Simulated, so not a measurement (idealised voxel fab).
Title: Process Module voxel gate over fins
Section cut is 260 nm wide and gridded with 5 nm square cells.
When this document writes out a cross-section, it uses a grid of square cells and lists it as bands, beginning at the top and moving down, with a band standing for one or more rows of cells. First you get the band's top height and its bottom height, in nm, and then the materials it's made of, left to right, with each width in nm. If you see a single material with "throughout", that one covers the band edge to edge. "air" is empty space. Height datum 0, below which the as-received substrate wafer is one material. Lowest band open at the bottom, running downward: "top 0, no bottom". Width: "30->40" (first number = top row, second number = bottom row, same change from row to row of cells). Reading "nothing was modified" for a step: not a cell of the cross-section changed in it. In the "Closed cavity list" entry, you get each enclosed empty space of 8 cells or more, one with no open way to the top, written width x height at distance, distance from the left edge, in nm. It should be noted that, on the line of a given step, the content following the step's settings is a remark produced by the simulator itself with respect to that step. overlay nm: on a step with a mask, how far right of its planned place the mask lay; negative means left.

These are the steps we planned for the process
1,RECEIVE: material Si
2,CONFORMAL_DEP: material SiN, thk nm 5
3,PATTERN: tone cover, mask id FINS, material resist, width nm 15, pitch nm 60, thk nm 20, overlay nm 0
4,DIRECTIONAL_ETCH: etch materials SiN, depth nm 5
5,DIRECTIONAL_ETCH: etch materials Si, depth nm 40
6,STRIP: etch materials resist
7,OXIDIZE: depth nm 5
8,FILL_DEP: material SiO2, thk nm 10
9,CMP: height nm 5
10,PATTERN: tone open, mask id RAIL, material resist, width nm 15, thk nm 15, overlay nm 0
11,DIRECTIONAL_ETCH: etch materials SiO2, depth nm 40
12,STRIP: etch materials resist
13,CONFORMAL_DEP: material TiN, thk nm 5
14,FILL_DEP: material Ru, thk nm 5
15,CMP: height nm 5
16,SELECTIVE_ETCH: etch materials W Ru TiN, depth nm 30
17,FILL_DEP: material SiO2, thk nm 5
18,CMP: height nm 5
19,SELECTIVE_ETCH: etch materials SiO2, depth nm 20
20,STRIP: etch materials SiN
21,CONFORMAL_DEP: material HfO2, thk nm 5
22,CONFORMAL_DEP: material TiN, thk nm 5
23,CONFORMAL_DEP: material TiAl, thk nm 5
24,CONFORMAL_DEP: material TiN, thk nm 5
25,FILL_DEP: material W, thk nm 15
26,CMP: height nm 30
27,CONFORMAL_DEP: material SiCN, thk nm 10

Shown in cross-section is the wafer as received, that is, as it stands after step 1
    top 0, no bottom = Si throughout
    Closed cavity list: none

Same starting wafer, same plan as above, one mistake in the execution; this is the cross-section at the end of the module
    top 40, bottom 30 = SiCN throughout
    top 30, bottom 20 = W throughout
    top 20, bottom 15 = W 45, then TiN 45, then W 15, then TiN 45, then W 15, then TiN 45, then W 50
    top 15, bottom 10 = W 45, then TiN 5, then TiAl 35, then TiN 5, then W 15, then TiN 5, then TiAl 35, then TiN 5, then W 15, then TiN 5, then TiAl 35, then TiN 5, then W 50
    top 10, bottom 5 = W 45, then TiN 5, then TiAl 5, then TiN 25, then TiAl 5, then TiN 5, then W 15, then TiN 5, then TiAl 5, then TiN 25, then TiAl 5, then TiN 5, then W 15, then TiN 5, then TiAl 5, then TiN 25, then TiAl 5, then TiN 5, then W 50
    top 5, bottom 0 = W 45, then TiN 5, then TiAl 5, then TiN 5, then HfO2 15, then TiN 5, then TiAl 5, then TiN 5, then W 15, then TiN 5, then TiAl 5, then TiN 5, then HfO2 15, then TiN 5, then TiAl 5, then TiN 5, then W 15, then TiN 5, then TiAl 5, then TiN 5, then HfO2 15, then TiN 5, then TiAl 5, then TiN 5, then W 50
    top 0, bottom -5 = W 45, then TiN 5, then TiAl 5, then TiN 5, then HfO2 5, then Si 5, then HfO2 5, then TiN 5, then TiAl 5, then TiN 5, then W 15, then TiN 5, then TiAl 5, then TiN 5, then HfO2 5, then Si 5, then HfO2 5, then TiN 5, then TiAl 5, then TiN 5, then W 15, then TiN 5, then TiAl 5, then TiN 5, then HfO2 5, then Si 5, then HfO2 5, then TiN 5, then TiAl 5, then TiN 5, then W 50
    top -5, bottom -10 = W 45, then TiN 5, then TiAl 5, then TiN 5, then HfO2 5, then Si 5, then HfO2 5, then TiN 5, then TiAl 5, then TiN 25, then TiAl 5, then TiN 5, then HfO2 5, then Si 5, then HfO2 5, then TiN 5, then TiAl 5, then TiN 5, then W 15, then TiN 5, then TiAl 5, then TiN 5, then HfO2 5, then Si 5, then HfO2 5, then TiN 5, then TiAl 5, then TiN 5, then W 50
    top -10, bottom -15 = W 45, then TiN 5, then TiAl 5, then TiN 5, then HfO2 5, then Si 5, then HfO2 5, then TiN 5, then TiAl 35, then TiN 5, then HfO2 5, then Si 5, then HfO2 5, then TiN 5, then TiAl 5, then TiN 5, then W 15, then TiN 5, then TiAl 5, then TiN 5, then HfO2 5, then Si 5, then HfO2 5, then TiN 5, then TiAl 5, then TiN 5, then W 50
    top -15, bottom -20 = TiN 50, then TiAl 5, then TiN 5, then HfO2 5, then Si 5, then HfO2 5, then TiN 45, then HfO2 5, then Si 5, then HfO2 5, then TiN 5, then TiAl 5, then TiN 25, then TiAl 5, then TiN 5, then HfO2 5, then Si 5, then HfO2 5, then TiN 5, then TiAl 5, then TiN 55
    top -20, bottom -25 = TiAl 55, then TiN 5, then HfO2 5, then Si 5, then HfO2 5, then TiN 10, then HfO2 25, then TiN 10, then HfO2 5, then Si 5, then HfO2 5, then TiN 5, then TiAl 35, then TiN 5, then HfO2 5, then Si 5, then HfO2 5, then TiN 5, then TiAl 60
    top -25, bottom -30 = TiN 60, then HfO2 5, then Si 5, then HfO2 5, then TiN 10, then HfO2 5, then TiN 5, then Ru 5, then TiN 5, then HfO2 5, then TiN 10, then HfO2 5, then Si 5, then HfO2 5, then TiN 45, then HfO2 5, then Si 5, then HfO2 5, then TiN 65
    top -30, bottom -35 = HfO2 65, then Si 5, then HfO2 20, then TiN 15, then HfO2 20, then Si 5, then HfO2 55, then Si 5, then HfO2 70
    top -35, bottom -45 = SiO2 65, then Si 5, then SiO2 55, then Si 5, then SiO2 55, then Si 5, then SiO2 70
    top -45, no bottom = Si throughout
    Closed cavity list: none
Error vs. plan: step 19 of the plan saw execution twice
